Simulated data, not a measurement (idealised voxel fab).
Documented hereafter: the process module known as voxel transistor to metal.
The width of the displayed cross-section, cut, is 205 nm; its cells are square, with a size of 5 nm.
A cross-section is a grid of square cells, given in bands from the top down. A band is one or more rows of cells. Read a band's entry like this: the first values are the height of its top and the height of its bottom in nm, and what follows is the sequence of materials from left to right, each with its width in nm. Note that "empty" is empty space, and that a single material marked "edge to edge" reaches across the band from edge to edge. Ref level 0: as-received wafer is one material below here. Bottom band extends down with no lower bound ("top 0, no bottom"). A two-number width, for instance "30 to 40", indicates that the width is equal to the first number in the top row of the band and to the second number in the bottom row, and that it changes by a constant amount per row of cells. "no change occurred" (step): cross-section cells unchanged, all of them. Enclosed voids (no open way to top), threshold 8 cells or more, entry "Cavities, closed", notation width x height at distance, distance from left edge, nm. On each step's line, the part that comes after the settings is the simulator's own comment on the step. "overlay nm" denotes, for a step that has a mask, the displacement of the mask to the right of its planned place, with negative values corresponding to the left. Heads up before you read on: it's before/after pairs around one process step each, after side only down to the lowest band that changed, step plus settings under the pair. Pairs can be from different runs of this module, same starting wafer, so only chain a pair onto the one above if its "Before-step section" entry says so.

### Before-step section
    top 0, no bottom = Si edge to edge
    Cavities, closed: none

### Structure After Step
    top 5, bottom 0 = SiO2 edge to edge
    No changes below 0.
    Cavities, closed: none
Here is the step that sits between the two cross-sections above: CONFORMAL_DEP | material SiO2 | thk nm 5

Before-step section: starting point is the after cross-section of the pair just above.

### Structure After Step
    top 20, bottom 5 = SiN edge to edge
    No changes below 5.
    Cavities, closed: none
Here is the step that sits between the two cross-sections above: CONFORMAL_DEP | material SiN | thk nm 15

Before-step section: starting point is the after cross-section of the pair just above.

### Structure After Step
    top 40, bottom 20 = empty 50 nm  resist 105 nm  empty 50 nm
    No changes below 20.
    Cavities, closed: none
Here is the step that sits between the two cross-sections above: PATTERN | tone cover | mask id ACTIVE | material resist | width nm 105 | thk nm 20 | overlay nm 0

Before-step section: starting point is the after cross-section of the pair just above.

### Structure After Step
    top 40, bottom 20 = empty 50 nm  resist 105 nm  empty 50 nm
    top 20, bottom 5 = empty 50 nm  SiN 105 nm  empty 50 nm
    No changes below 5.
    Cavities, closed: none
Here is the step that sits between the two cross-sections above: DIRECTIONAL_ETCH | etch materials SiN | depth nm 15

Before-step section: starting point is the after cross-section of the pair just above.

### Structure After Step
    top 40, bottom 20 = empty 50 nm  resist 105 nm  empty 50 nm
    top 20, bottom 5 = empty 50 nm  SiN 105 nm  empty 50 nm
    top 5, bottom 0 = empty 50 nm  SiO2 105 nm  empty 50 nm
    No changes below 0.
    Cavities, closed: none
Here is the step that sits between the two cross-sections above: DIRECTIONAL_ETCH | etch materials SiO2 | depth nm 5

Before-step section: starting point is the after cross-section of the pair just above.

### Structure After Step
    top 40, bottom 20 = empty 50 nm  resist 105 nm  empty 50 nm
    top 20, bottom 5 = empty 50 nm  SiN 105 nm  empty 50 nm
    top 5, bottom 0 = empty 50 nm  SiO2 105 nm  empty 50 nm
    top 0, bottom -20 = empty 50 nm  Si 105 nm  empty 50 nm
    No changes below -20.
    Cavities, closed: none
Here is the step that sits between the two cross-sections above: DIRECTIONAL_ETCH | etch materials Si | depth nm 20

Before-step section: starting point is the after cross-section of the pair just above.

### Structure After Step
    top 20, bottom 5 = empty 50 nm  SiN 105 nm  empty 50 nm
    No changes below 5.
    Cavities, closed: none
Here is the step that sits between the two cross-sections above: STRIP | etch materials resist

Before-step section: starting point is the after cross-section of the pair just above.

### Structure After Step
    top 35, bottom 20 = SiO2 edge to edge
    top 20, bottom 5 = SiO2 50 nm  SiN 105 nm  SiO2 50 nm
    top 5, bottom 0 = SiO2 edge to edge
    top 0, bottom -20 = SiO2 50 nm  Si 105 nm  SiO2 50 nm
    No changes below -20.
    Cavities, closed: none
Here is the step that sits between the two cross-sections above: FILL_DEP | material SiO2 | thk nm 15

Before-step section: starting point is the after cross-section of the pair just above.

### Structure After Step
    top 20, bottom 5 = SiO2 50 nm  SiN 105 nm  SiO2 50 nm
    No changes below 5.
    Cavities, closed: none
Here is the step that sits between the two cross-sections above: CMP | height nm 20

Before-step section: starting point is the after cross-section of the pair just above.

### Structure After Step
    top 20, bottom 10 = empty 50 nm  SiN 105 nm  empty 50 nm
    No changes below 10.
    Cavities, closed: none
Here is the step that sits between the two cross-sections above: SELECTIVE_ETCH | etch materials SiO2 | depth nm 10

Before-step section: starting point is the after cross-section of the pair just above.

### Structure After Step
    top 10, bottom 5 = SiO2 50 nm  empty 105 nm  SiO2 50 nm
    No changes below 5.
    Cavities, closed: none
Here is the step that sits between the two cross-sections above: STRIP | etch materials SiN

Before-step section: starting point is the after cross-section of the pair just above.

### Structure After Step
    top 5, bottom 0 = SiO2 45 nm  empty 115 nm  SiO2 45 nm
    No changes below 0.
    Cavities, closed: none
Here is the step that sits between the two cross-sections above: SELECTIVE_ETCH | etch materials SiO2 | depth nm 5

Before-step section: starting point is the after cross-section of the pair just above.

### Structure After Step
    top 5, bottom 0 = SiO2 45 nm  empty 115 nm  SiO2 45 nm
    top 0, bottom -5 = SiO2 edge to edge
    No changes below -5.
    Cavities, closed: none
Here is the step that sits between the two cross-sections above: OXIDIZE | depth nm 5

Before-step section: starting point is the after cross-section of the pair just above.

### Structure After Step
    top 25, bottom 20 = polySi 45 nm  empty 115 nm  polySi 45 nm
    top 20, bottom 5 = polySi edge to edge
    top 5, bottom 0 = SiO2 45 nm  polySi 115 nm  SiO2 45 nm
    No changes below 0.
    Cavities, closed: none
Here is the step that sits between the two cross-sections above: DIRECTIONAL_DEP | material polySi | thk nm 20

Before-step section: starting point is the after cross-section of the pair just above.

### Structure After Step
    top 40, bottom 35 = SiCN 45 nm  empty 115 nm  SiCN 45 nm
    top 35, bottom 25 = SiCN edge to edge
    top 25, bottom 20 = polySi 45 nm  SiCN 115 nm  polySi 45 nm
    No changes below 20.
    Cavities, closed: none
Here is the step that sits between the two cross-sections above: DIRECTIONAL_DEP | material SiCN | thk nm 15

Before-step section: starting point is the after cross-section of the pair just above.

### Structure After Step
    top 60, bottom 40 = empty 90 nm  resist 25 nm  empty 90 nm
    top 40, bottom 35 = SiCN 45 nm  empty 45 nm  resist 25 nm  empty 45 nm  SiCN 45 nm
    No changes below 35.
    Cavities, closed: none
Here is the step that sits between the two cross-sections above: PATTERN | tone cover | mask id GATE | material resist | width nm 25 | thk nm 20 | overlay nm 0

Before-step section: starting point is the after cross-section of the pair just above.

### Structure After Step
    top 60, bottom 35 = empty 90 nm  resist 25 nm  empty 90 nm
    top 35, bottom 25 = empty 90 nm  SiCN 25 nm  empty 90 nm
    top 25, bottom 20 = polySi 45 nm  empty 45 nm  SiCN 25 nm  empty 45 nm  polySi 45 nm
    No changes below 20.
    Cavities, closed: none
Here is the step that sits between the two cross-sections above: DIRECTIONAL_ETCH | etch materials SiCN | depth nm 25

Before-step section: starting point is the after cross-section of the pair just above.

### Structure After Step
    top 60, bottom 35 = empty 90 nm  resist 25 nm  empty 90 nm
    top 35, bottom 20 = empty 90 nm  SiCN 25 nm  empty 90 nm
    top 20, bottom 5 = empty 90 nm  polySi 25 nm  empty 90 nm
    top 5, bottom 0 = SiO2 45 nm  empty 45 nm  polySi 25 nm  empty 45 nm  SiO2 45 nm
    No changes below 0.
    Cavities, closed: none
Here is the step that sits between the two cross-sections above: DIRECTIONAL_ETCH | etch materials polySi | depth nm 30

Before-step section: starting point is the after cross-section of the pair just above.

### Structure After Step
    top 35, bottom 20 = empty 90 nm  SiCN 25 nm  empty 90 nm
    No changes below 20.
    Cavities, closed: none
Here is the step that sits between the two cross-sections above: STRIP | etch materials resist

Before-step section: starting point is the after cross-section of the pair just above.

### Structure After Step
    top 45, bottom 35 = empty 80 nm  SiN 45 nm  empty 80 nm
    top 35, bottom 20 = empty 80 nm  SiN 10 nm  SiCN 25 nm  SiN 10 nm  empty 80 nm
    top 20, bottom 15 = empty 80 nm  SiN 10 nm  polySi 25 nm  SiN 10 nm  empty 80 nm
    top 15, bottom 10 = SiN 55 nm  empty 25 nm  SiN 10 nm  polySi 25 nm  SiN 10 nm  empty 25 nm  SiN 55 nm
    top 10, bottom 5 = SiN 90 nm  polySi 25 nm  SiN 90 nm
    top 5, bottom 0 = SiO2 45 nm  SiN 45 nm  polySi 25 nm  SiN 45 nm  SiO2 45 nm
    No changes below 0.
    Cavities, closed: none
Here is the step that sits between the two cross-sections above: CONFORMAL_DEP | material SiN | thk nm 10

Before-step section: starting point is the after cross-section of the pair just above.

### Structure After Step
    top 35, bottom 20 = empty 80 nm  SiN 10 nm  SiCN 25 nm  SiN 10 nm  empty 80 nm
    top 20, bottom 5 = empty 80 nm  SiN 10 nm  polySi 25 nm  SiN 10 nm  empty 80 nm
    top 5, bottom 0 = SiO2 45 nm  SiN 10 nm  empty 25 nm  SiN 10 nm  polySi 25 nm  SiN 10 nm  empty 25 nm  SiN 10 nm  SiO2 45 nm
    No changes below 0.
    Cavities, closed: none
Here is the step that sits between the two cross-sections above: DIRECTIONAL_ETCH | etch materials SiN | depth nm 10

Before-step section: starting point is the after cross-section of the pair just above.

### Structure After Step
    top 35, bottom 20 = empty 80 nm  SiN 10 nm  SiCN 25 nm  SiN 10 nm  empty 80 nm
    top 20, bottom 5 = empty 80 nm  SiN 10 nm  polySi 25 nm  SiN 10 nm  empty 80 nm
    top 5, bottom 0 = empty 45 nm  SiN 10 nm  empty 25 nm  SiN 10 nm  polySi 25 nm  SiN 10 nm  empty 25 nm  SiN 10 nm  empty 45 nm
    top 0, bottom -5 = SiO2 55 nm  empty 25 nm  SiO2 45 nm  empty 25 nm  SiO2 55 nm
    No changes below -5.
    Cavities, closed: none
Here is the step that sits between the two cross-sections above: DIRECTIONAL_ETCH | etch materials SiO2 | depth nm 5

Before-step section: starting point is the after cross-section of the pair just above.

### Structure After Step
    top 35, bottom 20 = empty 80 nm  SiN 10 nm  SiCN 25 nm  SiN 10 nm  empty 80 nm
    top 20, bottom 5 = empty 80 nm  SiN 10 nm  polySi 25 nm  SiN 10 nm  empty 80 nm
    top 5, bottom 0 = empty 45 nm  SiN 10 nm  empty 25 nm  SiN 10 nm  polySi 25 nm  SiN 10 nm  empty 25 nm  SiN 10 nm  empty 45 nm
    top 0, bottom -5 = SiO2 55 nm  empty 25 nm  SiO2 45 nm  empty 25 nm  SiO2 55 nm
    top -5, bottom -20 = SiO2 50 nm  Si 5 nm  empty 25 nm  Si 45 nm  empty 25 nm  Si 5 nm  SiO2 50 nm
    No changes below -20.
    Cavities, closed: none
Here is the step that sits between the two cross-sections above: DIRECTIONAL_ETCH | etch materials Si | depth nm 15

Before-step section: starting point is the after cross-section of the pair just above.

### Structure After Step
    top 35, bottom 20 = empty 80 nm  SiN 10 nm  SiCN 25 nm  SiN 10 nm  empty 80 nm
    top 20, bottom 10 = empty 80 nm  SiN 10 nm  polySi 25 nm  SiN 10 nm  empty 80 nm
    top 10, bottom 5 = empty 50 nm  SiGe 30 nm  SiN 10 nm  polySi 25 nm  SiN 10 nm  SiGe 30 nm  empty 50 nm
    top 5, bottom 0 = empty 45 nm  SiN 10 nm  SiGe 25 nm  SiN 10 nm  polySi 25 nm  SiN 10 nm  SiGe 25 nm  SiN 10 nm  empty 45 nm
    top 0, bottom -5 = SiO2 55 nm  SiGe 25 nm  SiO2 45 nm  SiGe 25 nm  SiO2 55 nm
    top -5, bottom -20 = SiO2 50 nm  Si 5 nm  SiGe 25 nm  Si 45 nm  SiGe 25 nm  Si 5 nm  SiO2 50 nm
    No changes below -20.
    Cavities, closed: none
Here is the step that sits between the two cross-sections above: EPI | material SiGe | thk nm 15

Before-step section: starting point is the after cross-section of the pair just above.

### Structure After Step
    top 40, bottom 35 = SiO2 edge to edge
    top 35, bottom 20 = SiO2 80 nm  SiN 10 nm  SiCN 25 nm  SiN 10 nm  SiO2 80 nm
    top 20, bottom 10 = SiO2 80 nm  SiN 10 nm  polySi 25 nm  SiN 10 nm  SiO2 80 nm
    top 10, bottom 5 = SiO2 50 nm  SiGe 30 nm  SiN 10 nm  polySi 25 nm  SiN 10 nm  SiGe 30 nm  SiO2 50 nm
    top 5, bottom 0 = SiO2 45 nm  SiN 10 nm  SiGe 25 nm  SiN 10 nm  polySi 25 nm  SiN 10 nm  SiGe 25 nm  SiN 10 nm  SiO2 45 nm
    No changes below 0.
    Cavities, closed: none
Here is the step that sits between the two cross-sections above: FILL_DEP | material SiO2 | thk nm 5

Before-step section: starting point is the after cross-section of the pair just above.

### Structure After Step
    top 35, bottom 20 = SiO2 80 nm  SiN 10 nm  SiCN 25 nm  SiN 10 nm  SiO2 80 nm
    No changes below 20.
    Cavities, closed: none
Here is the step that sits between the two cross-sections above: CMP | height nm 35

Before-step section: starting point is the after cross-section of the pair just above.

### Structure After Step
    top 50, bottom 35 = SiO2 edge to edge
    No changes below 35.
    Cavities, closed: none
Here is the step that sits between the two cross-sections above: DIRECTIONAL_DEP | material SiO2 | thk nm 15

Before-step section: starting point is the after cross-section of the pair just above.

### Structure After Step
    top 50, bottom 35 = SiO2 55 nm  empty 15 nm  SiO2 65 nm  empty 15 nm  SiO2 55 nm
    top 35, bottom 20 = SiO2 55 nm  empty 15 nm  SiO2 10 nm  SiN 10 nm  SiCN 25 nm  SiN 10 nm  SiO2 10 nm  empty 15 nm  SiO2 55 nm
    top 20, bottom 10 = SiO2 55 nm  empty 15 nm  SiO2 10 nm  SiN 10 nm  polySi 25 nm  SiN 10 nm  SiO2 10 nm  empty 15 nm  SiO2 55 nm
    No changes below 10.
    Cavities, closed: none
Here is the step that sits between the two cross-sections above: MASKED_ETCH | tone open | mask id CONTACT | width nm 15 | pitch nm 80 | etch materials SiO2 | depth nm 40 | overlay nm 0

Before-step section: starting point is the after cross-section of the pair just above.

### Structure After Step
    top 55, bottom 50 = TiN 60 nm  empty 5 nm  TiN 75 nm  empty 5 nm  TiN 60 nm
    top 50, bottom 35 = SiO2 55 nm  TiN 5 nm  empty 5 nm  TiN 5 nm  SiO2 65 nm  TiN 5 nm  empty 5 nm  TiN 5 nm  SiO2 55 nm
    top 35, bottom 20 = SiO2 55 nm  TiN 5 nm  empty 5 nm  TiN 5 nm  SiO2 10 nm  SiN 10 nm  SiCN 25 nm  SiN 10 nm  SiO2 10 nm  TiN 5 nm  empty 5 nm  TiN 5 nm  SiO2 55 nm
    top 20, bottom 15 = SiO2 55 nm  TiN 5 nm  empty 5 nm  TiN 5 nm  SiO2 10 nm  SiN 10 nm  polySi 25 nm  SiN 10 nm  SiO2 10 nm  TiN 5 nm  empty 5 nm  TiN 5 nm  SiO2 55 nm
    top 15, bottom 10 = SiO2 55 nm  TiN 15 nm  SiO2 10 nm  SiN 10 nm  polySi 25 nm  SiN 10 nm  SiO2 10 nm  TiN 15 nm  SiO2 55 nm
    No changes below 10.
    Cavities, closed: none
Here is the step that sits between the two cross-sections above: CONFORMAL_DEP | material TiN | thk nm 5

Before-step section: starting point is the after cross-section of the pair just above.

### Structure After Step
    top 60, bottom 55 = Ru edge to edge
    top 55, bottom 50 = TiN 60 nm  Ru 5 nm  TiN 75 nm  Ru 5 nm  TiN 60 nm
    top 50, bottom 35 = SiO2 55 nm  TiN 5 nm  Ru 5 nm  TiN 5 nm  SiO2 65 nm  TiN 5 nm  Ru 5 nm  TiN 5 nm  SiO2 55 nm
    top 35, bottom 20 = SiO2 55 nm  TiN 5 nm  Ru 5 nm  TiN 5 nm  SiO2 10 nm  SiN 10 nm  SiCN 25 nm  SiN 10 nm  SiO2 10 nm  TiN 5 nm  Ru 5 nm  TiN 5 nm  SiO2 55 nm
    top 20, bottom 15 = SiO2 55 nm  TiN 5 nm  Ru 5 nm  TiN 5 nm  SiO2 10 nm  SiN 10 nm  polySi 25 nm  SiN 10 nm  SiO2 10 nm  TiN 5 nm  Ru 5 nm  TiN 5 nm  SiO2 55 nm
    No changes below 15.
    Cavities, closed: none
Here is the step that sits between the two cross-sections above: FILL_DEP | material Ru | thk nm 5

Before-step section: starting point is the after cross-section of the pair just above.

### Structure After Step
    top 50, bottom 35 = SiO2 55 nm  TiN 5 nm  Ru 5 nm  TiN 5 nm  SiO2 65 nm  TiN 5 nm  Ru 5 nm  TiN 5 nm  SiO2 55 nm
    No changes below 35.
    Cavities, closed: none
Here is the step that sits between the two cross-sections above: CMP | height nm 50

Before-step section: starting point is the after cross-section of the pair just above.

### Structure After Step
    top 55, bottom 50 = SiN edge to edge
    No changes below 50.
    Cavities, closed: none
Here is the step that sits between the two cross-sections above: CONFORMAL_DEP | material SiN | thk nm 5

Before-step section: starting point is the after cross-section of the pair just above.

### Structure After Step
    top 70, bottom 55 = lowk edge to edge
    No changes below 55.
    Cavities, closed: none
Here is the step that sits between the two cross-sections above: DIRECTIONAL_DEP | material lowk | thk nm 15

Before-step section: starting point is the after cross-section of the pair just above.

### Structure After Step
    top 80, bottom 70 = aC edge to edge
    No changes below 70.
    Cavities, closed: none
Here is the step that sits between the two cross-sections above: DIRECTIONAL_DEP | material aC | thk nm 10

Before-step section: starting point is the after cross-section of the pair just above.

### Structure After Step
    top 110, bottom 80 = resist 55 nm  empty 15 nm  resist 65 nm  empty 15 nm  resist 55 nm
    No changes below 80.
    Cavities, closed: none
Here is the step that sits between the two cross-sections above: PATTERN | tone open | mask id METAL_1 | material resist | width nm 15 | pitch nm 80 | thk nm 30 | overlay nm 0

Before-step section: starting point is the after cross-section of the pair just above.

### Structure After Step
    top 100, bottom 80 = resist 55 nm  empty 15 nm  resist 65 nm  empty 15 nm  resist 55 nm
    top 80, bottom 70 = aC 55 nm  empty 15 nm  aC 65 nm  empty 15 nm  aC 55 nm
    No changes below 70.
    Cavities, closed: none
Here is the step that sits between the two cross-sections above: DIRECTIONAL_ETCH | etch materials aC | depth nm 10

Before-step section: starting point is the after cross-section of the pair just above.

### Structure After Step
    top 80, bottom 70 = aC 55 nm  empty 15 nm  aC 65 nm  empty 15 nm  aC 55 nm
    No changes below 70.
    Cavities, closed: none
Here is the step that sits between the two cross-sections above: STRIP | etch materials resist

Before-step section: starting point is the after cross-section of the pair just above.

### Structure After Step
    top 80, bottom 70 = aC 55 nm  empty 15 nm  aC 65 nm  empty 15 nm  aC 55 nm
    top 70, bottom 55 = lowk 55 nm  empty 15 nm  lowk 65 nm  empty 15 nm  lowk 55 nm
    No changes below 55.
    Cavities, closed: none
Here is the step that sits between the two cross-sections above: DIRECTIONAL_ETCH | etch materials lowk | depth nm 15

Before-step section: starting point is the after cross-section of the pair just above.

### Structure After Step
    top 80, bottom 70 = aC 55 nm  empty 15 nm  aC 65 nm  empty 15 nm  aC 55 nm
    top 70, bottom 55 = lowk 55 nm  empty 15 nm  lowk 65 nm  empty 15 nm  lowk 55 nm
    top 55, bottom 50 = SiN 55 nm  empty 15 nm  SiN 65 nm  empty 15 nm  SiN 55 nm
    No changes below 50.
    Cavities, closed: none
Here is the step that sits between the two cross-sections above: DIRECTIONAL_ETCH | etch materials SiN | depth nm 5

Before-step section: starting point is the after cross-section of the pair just above.

### Structure After Step
    top 70, bottom 55 = lowk 55 nm  empty 15 nm  lowk 65 nm  empty 15 nm  lowk 55 nm
    No changes below 55.
    Cavities, closed: none
Here is the step that sits between the two cross-sections above: STRIP | etch materials aC

Before-step section: starting point is the after cross-section of the pair just above.

### Structure After Step
    top 75, bottom 70 = TiN 60 nm  empty 5 nm  TiN 75 nm  empty 5 nm  TiN 60 nm
    top 70, bottom 55 = lowk 55 nm  TiN 5 nm  empty 5 nm  TiN 5 nm  lowk 65 nm  TiN 5 nm  empty 5 nm  TiN 5 nm  lowk 55 nm
    top 55, bottom 50 = SiN 55 nm  TiN 15 nm  SiN 65 nm  TiN 15 nm  SiN 55 nm
    No changes below 50.
    Cavities, closed: none
Here is the step that sits between the two cross-sections above: CONFORMAL_DEP | material TiN | thk nm 5

Before-step section: starting point is the after cross-section of the pair just above.

### Structure After Step
    top 85, bottom 75 = Cu edge to edge
    top 75, bottom 70 = TiN 60 nm  Cu 5 nm  TiN 75 nm  Cu 5 nm  TiN 60 nm
    top 70, bottom 55 = lowk 55 nm  TiN 5 nm  Cu 5 nm  TiN 5 nm  lowk 65 nm  TiN 5 nm  Cu 5 nm  TiN 5 nm  lowk 55 nm
    No changes below 55.
    Cavities, closed: none
Here is the step that sits between the two cross-sections above: FILL_DEP | material Cu | thk nm 10

Before-step section: starting point is the after cross-section of the pair just above.

### Structure After Step
    top 70, bottom 55 = lowk 55 nm  TiN 5 nm  Cu 5 nm  TiN 5 nm  lowk 65 nm  TiN 5 nm  Cu 5 nm  TiN 5 nm  lowk 55 nm
    No changes below 55.
    Cavities, closed: none
Here is the step that sits between the two cross-sections above: CMP | height nm 70

Before-step section: starting point is the after cross-section of the pair just above.

### Structure After Step
    top 75, bottom 70 = SiCN edge to edge
    No changes below 70.
    Cavities, closed: none
Here is the step that sits between the two cross-sections above: CONFORMAL_DEP | material SiCN | thk nm 5

Before-step section: starting point is the after cross-section of the pair just above.

### Structure After Step
    top 105, bottom 75 = lowk edge to edge
    No changes below 75.
    Cavities, closed: none
Here is the step that sits between the two cross-sections above: DIRECTIONAL_DEP | material lowk | thk nm 30

Before-step section: starting point is the after cross-section of the pair just above.

### Structure After Step
    top 120, bottom 105 = aC edge to edge
    No changes below 105.
    Cavities, closed: none
Here is the step that sits between the two cross-sections above: DIRECTIONAL_DEP | material aC | thk nm 15

Before-step section: starting point is the after cross-section of the pair just above.

### Structure After Step
    top 150, bottom 120 = resist 55 nm  empty 15 nm  resist 65 nm  empty 15 nm  resist 55 nm
    No changes below 120.
    Cavities, closed: none
Here is the step that sits between the two cross-sections above: PATTERN | tone open | mask id METAL_2 | material resist | width nm 15 | pitch nm 80 | thk nm 30 | overlay nm 0

Before-step section: starting point is the after cross-section of the pair just above.

### Structure After Step
    top 135, bottom 120 = resist 55 nm  empty 15 nm  resist 65 nm  empty 15 nm  resist 55 nm
    top 120, bottom 105 = aC 55 nm  empty 15 nm  aC 65 nm  empty 15 nm  aC 55 nm
    No changes below 105.
    Cavities, closed: none
Here is the step that sits between the two cross-sections above: DIRECTIONAL_ETCH | etch materials aC | depth nm 15

Before-step section: starting point is the after cross-section of the pair just above.

### Structure After Step
    top 120, bottom 105 = aC 55 nm  empty 15 nm  aC 65 nm  empty 15 nm  aC 55 nm
    No changes below 105.
    Cavities, closed: none
Here is the step that sits between the two cross-sections above: STRIP | etch materials resist

Before-step section: starting point is the after cross-section of the pair just above.

### Structure After Step
    top 120, bottom 105 = aC 55 nm  empty 15 nm  aC 65 nm  empty 15 nm  aC 55 nm
    top 105, bottom 85 = lowk 55 nm  empty 15 nm  lowk 65 nm  empty 15 nm  lowk 55 nm
    No changes below 85.
    Cavities, closed: none
Here is the step that sits between the two cross-sections above: DIRECTIONAL_ETCH | etch materials lowk | depth nm 20

Before-step section: starting point is the after cross-section of the pair just above.

### Structure After Step
    top 105, bottom 85 = lowk 55 nm  empty 15 nm  lowk 65 nm  empty 15 nm  lowk 55 nm
    No changes below 85.
    Cavities, closed: none
Here is the step that sits between the two cross-sections above: STRIP | etch materials aC

Before-step section: starting point is the after cross-section of the pair just above.

### Structure After Step
    top 105, bottom 75 = lowk 55 nm  empty 15 nm  lowk 65 nm  empty 15 nm  lowk 55 nm
    No changes below 75.
    Cavities, closed: none
Here is the step that sits between the two cross-sections above: MASKED_ETCH | tone open | mask id METAL_2_HOLES | width nm 15 | pitch nm 80 | etch materials lowk | depth nm 10 | overlay nm 0

Before-step section: starting point is the after cross-section of the pair just above.

### Structure After Step
    top 105, bottom 75 = lowk 55 nm  empty 15 nm  lowk 65 nm  empty 15 nm  lowk 55 nm
    top 75, bottom 70 = SiCN 55 nm  empty 15 nm  SiCN 65 nm  empty 15 nm  SiCN 55 nm
    No changes below 70.
    Cavities, closed: none
Here is the step that sits between the two cross-sections above: MASKED_ETCH | tone open | mask id METAL_2_HOLES | width nm 15 | pitch nm 80 | etch materials SiCN | depth nm 5 | overlay nm 0

Before-step section: starting point is the after cross-section of the pair just above.

### Structure After Step
    top 110, bottom 105 = TiN 60 nm  empty 5 nm  TiN 75 nm  empty 5 nm  TiN 60 nm
    top 105, bottom 75 = lowk 55 nm  TiN 5 nm  empty 5 nm  TiN 5 nm  lowk 65 nm  TiN 5 nm  empty 5 nm  TiN 5 nm  lowk 55 nm
    top 75, bottom 70 = SiCN 55 nm  TiN 15 nm  SiCN 65 nm  TiN 15 nm  SiCN 55 nm
    No changes below 70.
    Cavities, closed: none
Here is the step that sits between the two cross-sections above: CONFORMAL_DEP | material TiN | thk nm 5

Before-step section: starting point is the after cross-section of the pair just above.

### Structure After Step
    top 120, bottom 110 = Cu edge to edge
    top 110, bottom 105 = TiN 60 nm  Cu 5 nm  TiN 75 nm  Cu 5 nm  TiN 60 nm
    top 105, bottom 75 = lowk 55 nm  TiN 5 nm  Cu 5 nm  TiN 5 nm  lowk 65 nm  TiN 5 nm  Cu 5 nm  TiN 5 nm  lowk 55 nm
    No changes below 75.
    Cavities, closed: none
Here is the step that sits between the two cross-sections above: FILL_DEP | material Cu | thk nm 10

Before-step section: starting point is the after cross-section of the pair just above.

### Structure After Step
    top 105, bottom 75 = lowk 55 nm  TiN 5 nm  Cu 5 nm  TiN 5 nm  lowk 65 nm  TiN 5 nm  Cu 5 nm  TiN 5 nm  lowk 55 nm
    No changes below 75.
    Cavities, closed: none
Here is the step that sits between the two cross-sections above: CMP | height nm 105

Before-step section: starting point is the after cross-section of the pair just above.

### Structure After Step
    top 110, bottom 105 = SiN edge to edge
    No changes below 105.
    Cavities, closed: none
Here is the step that sits between the two cross-sections above: CONFORMAL_DEP | material SiN | thk nm 5

### Before-step section
    top 0, no bottom = Si edge to edge
    Cavities, closed: none

### Structure After Step
    top 15, bottom 0 = SiN edge to edge
    No changes below 0.
    Cavities, closed: none
Here is the step that sits between the two cross-sections above: CONFORMAL_DEP | material SiN | thk nm 15

Before-step section: starting point is the after cross-section of the pair just above.

### Structure After Step
    top 35, bottom 15 = empty 50 nm  resist 105 nm  empty 50 nm
    No changes below 15.
    Cavities, closed: none
Here is the step that sits between the two cross-sections above: PATTERN | tone cover | mask id ACTIVE | material resist | width nm 105 | thk nm 20 | overlay nm 0

Before-step section: starting point is the after cross-section of the pair just above.

### Structure After Step
    top 35, bottom 15 = empty 50 nm  resist 105 nm  empty 50 nm
    top 15, bottom 0 = empty 50 nm  SiN 105 nm  empty 50 nm
    No changes below 0.
    Cavities, closed: none
Here is the step that sits between the two cross-sections above: DIRECTIONAL_ETCH | etch materials SiN | depth nm 15

Before-step section: starting point is the after cross-section of the pair just above.

### Structure After Step
    top 35, bottom 15 = empty 50 nm  resist 105 nm  empty 50 nm
    top 15, bottom 0 = empty 50 nm  SiN 105 nm  empty 50 nm
    top 0, bottom -20 = empty 50 nm  Si 105 nm  empty 50 nm
    No changes below -20.
    Cavities, closed: none
Here is the step that sits between the two cross-sections above: DIRECTIONAL_ETCH | etch materials Si | depth nm 20

Before-step section: starting point is the after cross-section of the pair just above.

### Structure After Step
    top 15, bottom 0 = empty 50 nm  SiN 105 nm  empty 50 nm
    No changes below 0.
    Cavities, closed: none
Here is the step that sits between the two cross-sections above: STRIP | etch materials resist

Before-step section: starting point is the after cross-section of the pair just above.

### Structure After Step
    top 30, bottom 15 = SiO2 edge to edge
    top 15, bottom 0 = SiO2 50 nm  SiN 105 nm  SiO2 50 nm
    top 0, bottom -20 = SiO2 50 nm  Si 105 nm  SiO2 50 nm
    No changes below -20.
    Cavities, closed: none
Here is the step that sits between the two cross-sections above: FILL_DEP | material SiO2 | thk nm 15

Before-step section: starting point is the after cross-section of the pair just above.

### Structure After Step
    top 20, bottom 15 = SiO2 edge to edge
    No changes below 15.
    Cavities, closed: none
Here is the step that sits between the two cross-sections above: CMP | height nm 20

Before-step section: starting point is the after cross-section of the pair just above.

### Structure After Step
    top 15, bottom 10 = empty 50 nm  SiN 105 nm  empty 50 nm
    No changes below 10.
    Cavities, closed: none
Here is the step that sits between the two cross-sections above: SELECTIVE_ETCH | etch materials SiO2 | depth nm 10

Before-step section: starting point is the after cross-section of the pair just above.

### Structure After Step
    top 10, bottom 0 = SiO2 50 nm  empty 105 nm  SiO2 50 nm
    No changes below 0.
    Cavities, closed: none
Here is the step that sits between the two cross-sections above: STRIP | etch materials SiN

Before-step section: starting point is the after cross-section of the pair just above.

### Structure After Step
    top 5, bottom 0 = SiO2 45 nm  empty 115 nm  SiO2 45 nm
    top 0, bottom -5 = SiO2 45 nm  empty 5 nm  Si 105 nm  empty 5 nm  SiO2 45 nm
    No changes below -5.
    Cavities, closed: none
Here is the step that sits between the two cross-sections above: SELECTIVE_ETCH | etch materials SiO2 | depth nm 5

Before-step section: starting point is the after cross-section of the pair just above.

### Structure After Step
    top 5, bottom 0 = SiO2 45 nm  empty 115 nm  SiO2 45 nm
    top 0, bottom -5 = SiO2 45 nm  empty 5 nm  SiO2 105 nm  empty 5 nm  SiO2 45 nm
    top -5, bottom -10 = SiO2 55 nm  Si 95 nm  SiO2 55 nm
    No changes below -10.
    Cavities, closed: none
Here is the step that sits between the two cross-sections above: OXIDIZE | depth nm 5

Before-step section: starting point is the after cross-section of the pair just above.

### Structure After Step
    top 25, bottom 20 = polySi 45 nm  empty 115 nm  polySi 45 nm
    top 20, bottom 15 = polySi 45 nm  empty 5 nm  polySi 105 nm  empty 5 nm  polySi 45 nm
    top 15, bottom 5 = polySi edge to edge
    top 5, bottom 0 = SiO2 45 nm  polySi 115 nm  SiO2 45 nm
    top 0, bottom -5 = SiO2 45 nm  polySi 5 nm  SiO2 105 nm  polySi 5 nm  SiO2 45 nm
    No changes below -5.
    Cavities, closed: none
Here is the step that sits between the two cross-sections above: DIRECTIONAL_DEP | material polySi | thk nm 20
